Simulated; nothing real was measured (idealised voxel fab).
Process module in this document: voxel wiring stack
Square cell edge 5 nm, section width 195 nm, ID cut.
Square cells in a grid make up a cross-section in this document, and the grid is given as bands, listed from the top down, each one or more rows of cells.
Basically the band line says how high the top is and how high the bottom is, in nm, and then what's in it from left to right, every material with its width in nm. Empty space shows up as "empty", and if a single material carries "edge to edge" it runs the full band edge to edge.
Height 0 is the level under which the wafer as received is all one material. The lowest band goes on downwards, as in "z 0 and below".
Width spec "30 to 40" -> top row of cells at first value, bottom row at second value, equal per-row change in between.
"nothing got changed" (step): cross-section cells unchanged, all of them.
Basically, "Enclosed cavities" tells you about the enclosed voids: empty spaces with no open way to the top, 8 cells or bigger, each written width x height at distance, where distance is from the left edge, all in nm.
That trailing text on a step's line, after the settings, is the simulator's own remark on the step.
The "overlay nm" setting may appear on a step's line; for a step that uses a mask, it gives how far to the right of its planned position the mask lay, and a negative value indicates the left.
Process steps foreseen in the plan
| 1 | RECEIVE: material Si |
| 2 | CONFORMAL_DEP: material SiO2, thk nm 15 |
| 3 | CONFORMAL_DEP: material SiN, thk nm 5 |
| 4 | DIRECTIONAL_DEP: material lowk, thk nm 25 |
| 5 | DIRECTIONAL_DEP: material aC, thk nm 15 |
| 6 | PATTERN: tone open, mask id METAL_1, material resist, width nm 25, pitch nm 55, thk nm 35, overlay nm 0 |
| 7 | DIRECTIONAL_ETCH: etch materials aC, depth nm 15 |
| 8 | STRIP: etch materials resist |
| 9 | DIRECTIONAL_ETCH: etch materials lowk, depth nm 25 |
| 10 | DIRECTIONAL_ETCH: etch materials SiN, depth nm 5 |
| 11 | STRIP: etch materials aC |
| 12 | CONFORMAL_DEP: material TiN, thk nm 5 |
| 13 | FILL_DEP: material Ru, thk nm 5 |
| 14 | CMP: height nm 45 |
| 15 | CONFORMAL_DEP: material SiCN, thk nm 5 |
| 16 | DIRECTIONAL_DEP: material SiO2, thk nm 30 |
| 17 | PATTERN: tone open, mask id METAL_2, material resist, width nm 25, pitch nm 55, thk nm 15, overlay nm 0 |
| 18 | DIRECTIONAL_ETCH: etch materials SiO2, depth nm 20 |
| 19 | STRIP: etch materials resist |
| 20 | DIRECTIONAL_DEP: material aC, thk nm 15 |
| 21 | PATTERN: tone open, mask id METAL_2_HOLES, material resist, width nm 15, pitch nm 55, thk nm 35, overlay nm 0 |
| 22 | DIRECTIONAL_ETCH: etch materials aC, depth nm 15 |
| 23 | STRIP: etch materials resist |
| 24 | DIRECTIONAL_ETCH: etch materials SiO2, depth nm 10 |
| 25 | DIRECTIONAL_ETCH: etch materials SiCN, depth nm 5 |
| 26 | STRIP: etch materials aC |
| 27 | CONFORMAL_DEP: material TiN, thk nm 5 |
| 28 | FILL_DEP: material Cu, thk nm 5 |
| 29 | CMP: height nm 80 |
| 30 | CONFORMAL_DEP: material SiCN, thk nm 5 |
| 31 | DIRECTIONAL_DEP: material SiO2, thk nm 35 |
| 32 | PATTERN: tone open, mask id METAL_3_HOLES, material resist, width nm 15, thk nm 20, overlay nm 0 |
| 33 | DIRECTIONAL_ETCH: etch materials SiO2, depth nm 35 |
| 34 | STRIP: etch materials resist |
| 35 | DIRECTIONAL_DEP: material aC, thk nm 15 |
| 36 | PATTERN: tone open, mask id METAL_3, material resist, width nm 25, pitch nm 55, thk nm 35, overlay nm 0 |
| 37 | DIRECTIONAL_ETCH: etch materials aC, depth nm 15 |
| 38 | STRIP: etch materials resist |
| 39 | DIRECTIONAL_ETCH: etch materials SiO2, depth nm 20 |
| 40 | DIRECTIONAL_ETCH: etch materials SiCN, depth nm 5 |
| 41 | STRIP: etch materials aC |
| 42 | CONFORMAL_DEP: material TiN, thk nm 5 |
| 43 | FILL_DEP: material Cu, thk nm 10 |
| 44 | CMP: height nm 120 |
| 45 | CONFORMAL_DEP: material SiCN, thk nm 5 |
Wafer-to-wafer difference: width nm, step 21. Common start. Plan = first wafer's value.
First of several wafers (as received, post step 1), cross-sectional view
  z 0 and below  Si edge to edge
  Enclosed cavities: none
Table: wafers, a row each; end-of-module cell change per material since receipt, gain (+), loss (-); then closed voids
width nm 15 | +46 Cu | +30 Ru | +108 SiCN | +29 SiN | +523 SiO2 | +94 TiN | +145 lowk | Enclosed cavities: none
width nm 20 | +52 Cu | +30 Ru | +106 SiCN | +29 SiN | +519 SiO2 | +94 TiN | +145 lowk | Enclosed cavities: none
width nm 25 | +54 Cu | +30 Ru | +106 SiCN | +29 SiN | +515 SiO2 | +96 TiN | +145 lowk | Enclosed cavities: none
width nm 30 | +60 Cu | +30 Ru | +104 SiCN | +29 SiN | +511 SiO2 | +96 TiN | +145 lowk | Enclosed cavities: none
